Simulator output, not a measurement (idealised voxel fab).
process module | voxel air gaps
cross-section cut | 240 nm wide | cells 5 nm
A cross-section is a grid of square cells, given in bands from the top down. A band is one or more rows of cells.
Each band's line starts with the height of the band's top and of its bottom, in nm. Then come its materials from left to right, each with its width in nm. One material with "throughout" fills the band from edge to edge. "air" is empty space.
Height 0 is the level under which the wafer as received is all one material. The lowest band goes on downwards, as in "0 down".
A width such as "30 to 40" changes by the same amount from each row of cells to the next, from the band's top row to its bottom row.
"no change" after a step means that no cell of the cross-section changed.
closed voids: empty space of 8 cells or more with no open way to the top, each as width x height at its distance from the left edge, in nm
after a step's settings: what the simulator itself notes on the step
overlay nm, on a step with a mask: how far to the right of its planned place the mask lay; to the left if negative
plan
1 op RECEIVE | material Si
2 op CONFORMAL_DEP | material SiO2 | thk nm 15
3 op CONFORMAL_DEP | material SiN | thk nm 5
4 op DIRECTIONAL_DEP | material SiO2 | thk nm 30
5 op MASKED_ETCH | tone open | mask id LINES | width nm 25 | pitch nm 55 | etch materials SiO2 | depth nm 30 | overlay nm 0
6 op CONFORMAL_DEP | material TiN | thk nm 5
7 op FILL_DEP | material W | thk nm 5
8 op CMP | height nm 50
9 op EPI | material Ru | thk nm 10
10 op SELECTIVE_ETCH | etch materials SiO2 | depth nm 40
11 op CONFORMAL_DEP | material SiN | thk nm 5
as received, after step 1
  0 down: Si throughout
  closed voids: none
first wafer at the end, as planned
  65 to 60: air 35 | SiN 165 | air 40
  60 to 50: air 35 | SiN 5 | Ru 45 | SiN 10 | Ru 45 | SiN 10 | Ru 45 | SiN 5 | air 40
  50 to 45: air 35 | SiN 15 | TiN 5 | W 15 | TiN 5 | SiN 30 | TiN 5 | W 15 | TiN 5 | SiN 30 | TiN 5 | W 15 | TiN 5 | SiN 15 | air 40
  45 to 25: air 45 | SiN 5 | TiN 5 | W 15 | TiN 5 | SiN 5 | air 20 | SiN 5 | TiN 5 | W 15 | TiN 5 | SiN 5 | air 20 | SiN 5 | TiN 5 | W 15 | TiN 5 | SiN 5 | air 50
  25 to 20: SiN 50 | TiN 25 | SiN 30 | TiN 25 | SiN 30 | TiN 25 | SiN 55
  20 to 15: SiN throughout
  15 to 0: SiO2 throughout
  0 down: Si throughout
  closed voids: 20 x 20 at 80; 20 x 20 at 135
second wafer at the end: like start, like plan, one mistake
  65 to 60: air 35 | SiN 165 | air 40
  60 to 50: air 35 | SiN 5 | Ru 45 | SiN 10 | Ru 45 | SiN 10 | Ru 45 | SiN 5 | air 40
  50 to 45: air 35 | SiN 15 | Ru 5 | W 15 | Ru 5 | SiN 30 | Ru 5 | W 15 | Ru 5 | SiN 30 | Ru 5 | W 15 | Ru 5 | SiN 15 | air 40
  45 to 25: air 45 | SiN 5 | Ru 5 | W 15 | Ru 5 | SiN 5 | air 20 | SiN 5 | Ru 5 | W 15 | Ru 5 | SiN 5 | air 20 | SiN 5 | Ru 5 | W 15 | Ru 5 | SiN 5 | air 50
  25 to 20: SiN 50 | Ru 25 | SiN 30 | Ru 25 | SiN 30 | Ru 25 | SiN 55
  20 to 15: SiN throughout
  15 to 0: SiO2 throughout
  0 down: Si throughout
  closed voids: 20 x 20 at 80; 20 x 20 at 135
what went wrong: step 6 ran as: op CONFORMAL_DEP | material Ru | thk nm 5
at the end the second wafer has, in cells: 45 more of Ru | 45 fewer of TiN
